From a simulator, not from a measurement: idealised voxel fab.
Documented hereafter: the process module known as voxel ribs on slabs.
Square cell edge 5 nm, section width 200 nm, ID cut.
Cross-section layout: square cells on a grid; listed as bands, top to bottom; a band spans one or more cell rows.
Band entry format. Leading values: height of top, height of bottom, nm. Remainder: materials in left-to-right order, each with its width in nm. Special words: "full width" on a single material, which then fills the band edge to edge; "empty", empty space.
Basically, 0 is our baseline, since under it the wafer straight out of the box is all one material. The bottom band has no lower end and keeps on going down, so it looks like "0 and below".
It should be noted that a width expressed as "30..40" varies in equal increments from row to row of cells within the band, taking the value of the first number at the top row and that of the second number at the bottom row.
Step marked "nothing different"? Then no cell in the cross-section changed in it.
"Closed internal voids" lists enclosed empty spaces (at least 8 cells, no open path upward to the top), each as width x height at distance from the left edge, in nm.
Note: text after step settings on the step line = simulator remark on that step.
The optional step-line setting "overlay nm" applies to steps with a mask and quantifies how far to the right of its planned location the mask lay, a negative value indicating leftward placement.

THIS SECTION LISTS THE PROCESS STEPS THAT WERE PLANNED
1) RECEIVE: material Si
2) DIRECTIONAL_DEP: material SiO2, thk nm 30
3) DIRECTIONAL_DEP: material SiN, thk nm 15
4) PATTERN: tone cover, mask id RIB, material resist, width nm 30, thk nm 20, overlay nm 0
5) DIRECTIONAL_ETCH: etch materials SiN, depth nm 5
6) STRIP: etch materials resist
7) PATTERN: tone cover, mask id SLAB, material resist, width nm 70, thk nm 20, overlay nm 0
8) DIRECTIONAL_ETCH: etch materials SiN, depth nm 10
9) STRIP: etch materials resist
10) FILL_DEP: material SiO2, thk nm 25
11) CMP: height nm 60
12) DIRECTIONAL_DEP: material TiN, thk nm 5
13) PATTERN: tone cover, mask id HEATER, material resist, width nm 40, thk nm 15, overlay nm 0
14) DIRECTIONAL_ETCH: etch materials TiN, depth nm 5
15) STRIP: etch materials resist
16) CONFORMAL_DEP: material SiO2, thk nm 10

THE FIRST OF THE TWO WAFERS, WHICH RAN AS PLANNED

CROSS-SECTIONAL VIEW OF THE WAFER IN ITS AS-RECEIVED CONDITION, CORRESPONDING TO THE STATE AFTER STEP 1
    0 and below: Si full width
    Closed internal voids: none

THE WAFER IN CROSS-SECTION ONCE STEP 2 IS COMPLETE
    30 down to 0: SiO2 full width
    Anything lower than 0 is untouched.

THE WAFER IN CROSS-SECTION ONCE STEP 3 IS COMPLETE
    45 down to 30: SiN full width
    Anything lower than 30 is untouched.

THE WAFER IN CROSS-SECTION ONCE STEP 4 IS COMPLETE
    65 down to 45: empty 85 nm | resist 30 nm | empty 85 nm
    Anything lower than 45 is untouched.

THE WAFER IN CROSS-SECTION ONCE STEP 5 IS COMPLETE
    65 down to 45: empty 85 nm | resist 30 nm | empty 85 nm
    45 down to 40: empty 85 nm | SiN 30 nm | empty 85 nm
    Anything lower than 40 is untouched.

THE WAFER IN CROSS-SECTION ONCE STEP 6 IS COMPLETE
    45 down to 40: empty 85 nm | SiN 30 nm | empty 85 nm
    Anything lower than 40 is untouched.

THE WAFER IN CROSS-SECTION ONCE STEP 7 IS COMPLETE
    65 down to 45: empty 65 nm | resist 70 nm | empty 65 nm
    45 down to 40: empty 65 nm | resist 20 nm | SiN 30 nm | resist 20 nm | empty 65 nm
    Anything lower than 40 is untouched.

THE WAFER IN CROSS-SECTION ONCE STEP 8 IS COMPLETE
    65 down to 45: empty 65 nm | resist 70 nm | empty 65 nm
    45 down to 40: empty 65 nm | resist 20 nm | SiN 30 nm | resist 20 nm | empty 65 nm
    40 down to 30: empty 65 nm | SiN 70 nm | empty 65 nm
    Anything lower than 30 is untouched.

THE WAFER IN CROSS-SECTION ONCE STEP 9 IS COMPLETE
    45 down to 40: empty 85 nm | SiN 30 nm | empty 85 nm
    Anything lower than 40 is untouched.

THE WAFER IN CROSS-SECTION ONCE STEP 10 IS COMPLETE
    70 down to 45: SiO2 full width
    45 down to 40: SiO2 85 nm | SiN 30 nm | SiO2 85 nm
    40 down to 30: SiO2 65 nm | SiN 70 nm | SiO2 65 nm
    Anything lower than 30 is untouched.

THE WAFER IN CROSS-SECTION ONCE STEP 11 IS COMPLETE
    60 down to 45: SiO2 full width
    Anything lower than 45 is untouched.

THE WAFER IN CROSS-SECTION ONCE STEP 12 IS COMPLETE
    65 down to 60: TiN full width
    Anything lower than 60 is untouched.

THE WAFER IN CROSS-SECTION ONCE STEP 13 IS COMPLETE
    80 down to 65: empty 80 nm | resist 40 nm | empty 80 nm
    Anything lower than 65 is untouched.

THE WAFER IN CROSS-SECTION ONCE STEP 14 IS COMPLETE
    80 down to 65: empty 80 nm | resist 40 nm | empty 80 nm
    65 down to 60: empty 80 nm | TiN 40 nm | empty 80 nm
    Anything lower than 60 is untouched.

THE WAFER IN CROSS-SECTION ONCE STEP 15 IS COMPLETE
    65 down to 60: empty 80 nm | TiN 40 nm | empty 80 nm
    Anything lower than 60 is untouched.

THE WAFER IN CROSS-SECTION ONCE STEP 16 IS COMPLETE
    75 down to 70: empty 70 nm | SiO2 60 nm | empty 70 nm
    70 down to 65: SiO2 full width
    65 down to 60: SiO2 80 nm | TiN 40 nm | SiO2 80 nm
    Anything lower than 60 is untouched.

SECOND WAFER: LIKE START, LIKE PLAN, ONE MISTAKE. THROUGH STEP 12 IT MATCHES THE FIRST WAFER

THE SECOND WAFER IN CROSS-SECTION, AT THE PLANNED CLOSE OF STEP 13
    80 down to 65: empty 75 nm | resist 50 nm | empty 75 nm
    Anything lower than 65 is untouched.

THE SECOND WAFER IN CROSS-SECTION, AT THE PLANNED CLOSE OF STEP 14
    80 down to 65: empty 75 nm | resist 50 nm | empty 75 nm
    65 down to 60: empty 75 nm | TiN 50 nm | empty 75 nm
    Anything lower than 60 is untouched.

THE SECOND WAFER IN CROSS-SECTION, AT THE PLANNED CLOSE OF STEP 15
    65 down to 60: empty 75 nm | TiN 50 nm | empty 75 nm
    Anything lower than 60 is untouched.

THE SECOND WAFER IN CROSS-SECTION, AT THE PLANNED CLOSE OF STEP 16
    75 down to 70: empty 65 nm | SiO2 70 nm | empty 65 nm
    70 down to 65: SiO2 full width
    65 down to 60: SiO2 75 nm | TiN 50 nm | SiO2 75 nm
    Anything lower than 60 is untouched.
Here's what went sideways: off-plan run, step 13, actual operation and settings PATTERN: tone cover, mask id HEATER, material resist, width nm 50, thk nm 15, overlay nm 0
Wrapping up, a cell-based count of both wafers puts the second over or under the first for these materials: TiN +2
